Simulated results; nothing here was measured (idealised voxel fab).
voxel gate over fins: a process module
Each square cell in cross-section cut measures 5 nm, and the section as a whole is 280 nm wide.
A cross-section is written here as square cells arranged in a grid, and it is given in bands from the top down, each band taking up one or more rows of cells.
First you get the band's top height and its bottom height, in nm, and then the materials it's made of, left to right, with each width in nm. If you see a single material with "all across", that one covers the band edge to edge. "blank" is empty space.
Ref level 0: as-received wafer is one material below here. Bottom band extends down with no lower bound ("from 0 down").
It should be noted that a width expressed as "30..40" varies in equal increments from row to row of cells within the band, taking the value of the first number at the top row and that of the second number at the bottom row.
Any step labelled "no change" changed none of the cells in the cross-section.
What "Closed void catalog" gives you is every empty space of 8 cells or more that is cut off from the top. Each appears as width x height at distance, with the distance taken from the left edge and width, height and distance all in nm.
Post-settings text on a step line: simulator's own remark regarding the step.
The line of a step may include "overlay nm". On a step with a mask, this value is how far to the right of its planned place the mask lay. A negative value means the mask lay to the left.

List of planned process steps:
1 RECEIVE, material Si
2 CONFORMAL_DEP, material SiN, thk nm 10
3 MASKED_ETCH, tone cover, mask id FINS, width nm 15, pitch nm 45, etch materials SiN, depth nm 10, overlay nm 0
4 MASKED_ETCH, tone cover, mask id FINS, width nm 15, pitch nm 45, etch materials Si, depth nm 30, overlay nm 0
5 OXIDIZE, depth nm 5
6 FILL_DEP, material SiO2, thk nm 5
7 CMP, height nm 10
8 SELECTIVE_ETCH, etch materials SiO2, depth nm 20
9 STRIP, etch materials SiN
10 CONFORMAL_DEP, material HfO2, thk nm 5
11 CONFORMAL_DEP, material TiN, thk nm 5
12 CONFORMAL_DEP, material TiAl, thk nm 5
13 CONFORMAL_DEP, material TiN, thk nm 5
14 FILL_DEP, material W, thk nm 15
15 CMP, height nm 30
16 CONFORMAL_DEP, material SiN, thk nm 10

Wafer cross-section on receipt, i.e. after step 1:
  from 0 down  Si all across
  Closed void catalog: none

First of two wafers at the end of the module, shown in cross-section; run carried out as planned:
  from 40 to 30  SiN all across
  from 30 to 20  W all across
  from 20 to 15  95 nm W / 90 nm TiN / 95 nm W
  from 15 to 10  95 nm W / 5 nm TiN / 35 nm TiAl / 10 nm TiN / 35 nm TiAl / 5 nm TiN / 95 nm W
  from 10 to 5  100 nm TiN / 5 nm TiAl / 25 nm TiN / 5 nm TiAl / 10 nm TiN / 5 nm TiAl / 25 nm TiN / 5 nm TiAl / 100 nm TiN
  from 5 to 0  105 nm TiAl / 5 nm TiN / 15 nm HfO2 / 5 nm TiN / 20 nm TiAl / 5 nm TiN / 15 nm HfO2 / 5 nm TiN / 105 nm TiAl
  from 0 to -5  110 nm TiN / 5 nm HfO2 / 5 nm Si / 5 nm HfO2 / 30 nm TiN / 5 nm HfO2 / 5 nm Si / 5 nm HfO2 / 110 nm TiN
  from -5 to -10  115 nm HfO2 / 5 nm Si / 40 nm HfO2 / 5 nm Si / 115 nm HfO2
  from -10 to -35  115 nm SiO2 / 5 nm Si / 40 nm SiO2 / 5 nm Si / 115 nm SiO2
  from -35 down  Si all across
  Closed void catalog: none

Cross-sectional view: second of two wafers, end of module; start and plan identical to the first, one mistake in running:
  from 40 to 30  SiN all across
  from 30 to 20  W all across
  from 20 to 15  TiN all across
  from 15 to 10  TiAl all across
  from 10 to 5  115 nm TiN / 5 nm TiAl / 40 nm TiN / 5 nm TiAl / 115 nm TiN
  from 5 to 0  110 nm HfO2 / 15 nm TiN / 30 nm HfO2 / 15 nm TiN / 110 nm HfO2
  from 0 to -5  105 nm Si / 25 nm HfO2 / 20 nm Si / 25 nm HfO2 / 105 nm Si
  from -5 down  Si all across
  Closed void catalog: none
Diagnosis: rather than as planned, step 3 actually ran as MASKED_ETCH, tone open, mask id FINS, width nm 15, pitch nm 45, etch materials SiN, depth nm 10, overlay nm 0
Once processing is complete, comparing cell counts shows that the second wafer has more or fewer of certain materials than the first: HfO2: 4 fewer; Si: 368 more; SiO2: 270 fewer; TiAl: 6 fewer; TiN: 12 fewer; W: 76 fewer
